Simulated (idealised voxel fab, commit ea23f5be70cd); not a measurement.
process module | voxel released beams
Shown is cross-section cut, with a width of 165 nm and square cells of size 5 nm.
Cross-section spec: square-cell grid; bands listed top down; each band is one or more rows.
First you get the band's top height and its bottom height, in nm, and then the materials it's made of, left to right, with each width in nm. If you see a single material with "full width", that one covers the band edge to edge. "blank" is empty space.
Heights are expressed relative to 0, this being the level below which the as-received wafer comprises one material exclusively. The lowest band is unbounded in the downward direction and is denoted as in "0 and below".
With a width like "30 to 40", each row of cells in the band differs from the next by the same amount, the top row carrying the first number and the bottom row the second.
"remained the same" means the step left every cell of the cross-section as it was.
Look at "Enclosed void entries" for the closed voids: empty spaces with no open path to the top, sized 8 cells or up. Each is width x height at distance, distance from the left edge, all nm.
Anything after a step's settings on that line? It's the simulator's own note about the step.
For masked steps, "overlay nm" on the step line gives how far right of plan the mask actually lay; a minus sign means it lay to the left.

**So here's the lineup of process steps we planned**
1,RECEIVE: material Si
2,CONFORMAL_DEP: material SiN, thk nm 10
3,DIRECTIONAL_DEP: material SiO2, thk nm 15
4,PATTERN: tone open, mask id ANCHOR, material resist, width nm 40, thk nm 15, overlay nm 0
5,DIRECTIONAL_ETCH: etch materials SiO2, depth nm 15
6,STRIP: etch materials resist
7,CONFORMAL_DEP: material W, thk nm 15
8,DIRECTIONAL_DEP: material aC, thk nm 10
9,PATTERN: tone cover, mask id BEAM, material resist, width nm 110, thk nm 30, overlay nm 0
10,DIRECTIONAL_ETCH: etch materials aC, depth nm 10
11,STRIP: etch materials resist
12,DIRECTIONAL_ETCH: etch materials W, depth nm 15
13,STRIP: etch materials aC
14,STRIP: etch materials SiO2

**first wafer, as planned**

**The cross-section here shows the wafer as received, i.e. in its state after step 1**
  0 and below | Si full width
  Enclosed void entries: none

**Cross-section of the wafer subsequent to step 2**
  10 down to 0 | SiN full width
  Below 0 it's all the same as before, nothing changed down there.

**Cross-section of the wafer subsequent to step 3**
  25 down to 10 | SiO2 full width
  Below 10 it's all the same as before, nothing changed down there.

**Cross-section of the wafer subsequent to step 4**
  40 down to 25 | 30 nm resist; 40 nm blank; 95 nm resist
  Below 25 it's all the same as before, nothing changed down there.

**Cross-section of the wafer subsequent to step 5**
  40 down to 25 | 30 nm resist; 40 nm blank; 95 nm resist
  25 down to 10 | 30 nm SiO2; 40 nm blank; 95 nm SiO2
  Below 10 it's all the same as before, nothing changed down there.

**Cross-section of the wafer subsequent to step 6**
  25 down to 10 | 30 nm SiO2; 40 nm blank; 95 nm SiO2
  Below 10 it's all the same as before, nothing changed down there.

**Cross-section of the wafer subsequent to step 7**
  40 down to 25 | 45 nm W; 10 nm blank; 110 nm W
  25 down to 10 | 30 nm SiO2; 40 nm W; 95 nm SiO2
  Below 10 it's all the same as before, nothing changed down there.

**Cross-section of the wafer subsequent to step 8**
  50 down to 40 | 45 nm aC; 10 nm blank; 110 nm aC
  40 down to 35 | 45 nm W; 10 nm blank; 110 nm W
  35 down to 25 | 45 nm W; 10 nm aC; 110 nm W
  Below 25 it's all the same as before, nothing changed down there.

**Cross-section of the wafer subsequent to step 9**
  80 down to 50 | 25 nm blank; 110 nm resist; 30 nm blank
  50 down to 40 | 45 nm aC; 10 nm resist; 110 nm aC
  40 down to 35 | 45 nm W; 10 nm resist; 110 nm W
  Below 35 it's all the same as before, nothing changed down there.

**Cross-section of the wafer subsequent to step 10**
  70 down to 50 | 25 nm blank; 110 nm resist; 30 nm blank
  50 down to 40 | 25 nm blank; 20 nm aC; 10 nm resist; 80 nm aC; 30 nm blank
  Below 40 it's all the same as before, nothing changed down there.

**Cross-section of the wafer subsequent to step 11**
  50 down to 40 | 25 nm blank; 20 nm aC; 10 nm blank; 80 nm aC; 30 nm blank
  40 down to 35 | 45 nm W; 10 nm blank; 110 nm W
  Below 35 it's all the same as before, nothing changed down there.

**Cross-section of the wafer subsequent to step 12**
  50 down to 40 | 25 nm blank; 20 nm aC; 10 nm blank; 80 nm aC; 30 nm blank
  40 down to 35 | 25 nm blank; 20 nm W; 10 nm blank; 80 nm W; 30 nm blank
  35 down to 25 | 25 nm blank; 20 nm W; 10 nm aC; 80 nm W; 30 nm blank
  Below 25 it's all the same as before, nothing changed down there.

**Cross-section of the wafer subsequent to step 13**
  40 down to 25 | 25 nm blank; 20 nm W; 10 nm blank; 80 nm W; 30 nm blank
  Below 25 it's all the same as before, nothing changed down there.

**Cross-section of the wafer subsequent to step 14**
  40 down to 25 | 25 nm blank; 20 nm W; 10 nm blank; 80 nm W; 30 nm blank
  25 down to 10 | 30 nm blank; 40 nm W; 95 nm blank
  Below 10 it's all the same as before, nothing changed down there.

**Second wafer. Start and plan as for the first. One mistake made in running. Agrees with the first up to and including step 6**

**Second wafer, cut view, end of step 7 per plan**
  50 down to 25 | W full width
  25 down to 10 | 30 nm SiO2; 40 nm W; 95 nm SiO2
  Below 10 it's all the same as before, nothing changed down there.

**Second wafer, cut view, end of step 8 per plan**
  60 down to 50 | aC full width
  Below 50 it's all the same as before, nothing changed down there.

**Second wafer, cut view, end of step 9 per plan**
  90 down to 60 | 25 nm blank; 110 nm resist; 30 nm blank
  Below 60 it's all the same as before, nothing changed down there.

**Second wafer, cut view, end of step 10 per plan**
  80 down to 60 | 25 nm blank; 110 nm resist; 30 nm blank
  60 down to 50 | 25 nm blank; 110 nm aC; 30 nm blank
  Below 50 it's all the same as before, nothing changed down there.

**Second wafer, cut view, end of step 11 per plan**
  60 down to 50 | 25 nm blank; 110 nm aC; 30 nm blank
  Below 50 it's all the same as before, nothing changed down there.

**Second wafer, cut view, end of step 12 per plan**
  60 down to 50 | 25 nm blank; 110 nm aC; 30 nm blank
  50 down to 35 | 25 nm blank; 110 nm W; 30 nm blank
  Below 35 it's all the same as before, nothing changed down there.

**Second wafer, cut view, end of step 13 per plan**
  50 down to 35 | 25 nm blank; 110 nm W; 30 nm blank
  Below 35 it's all the same as before, nothing changed down there.

Second wafer, cut view, end of step 14 per plan: remained the same
Against the plan, the run slipped here: step 7 was run on a setting that differed from the plan, and what really ran there is CONFORMAL_DEP: material W, thk nm 25
Once processing is complete, comparing cell counts shows that the second wafer has more or fewer of certain materials than the first: +75 SiO2 | +72 W
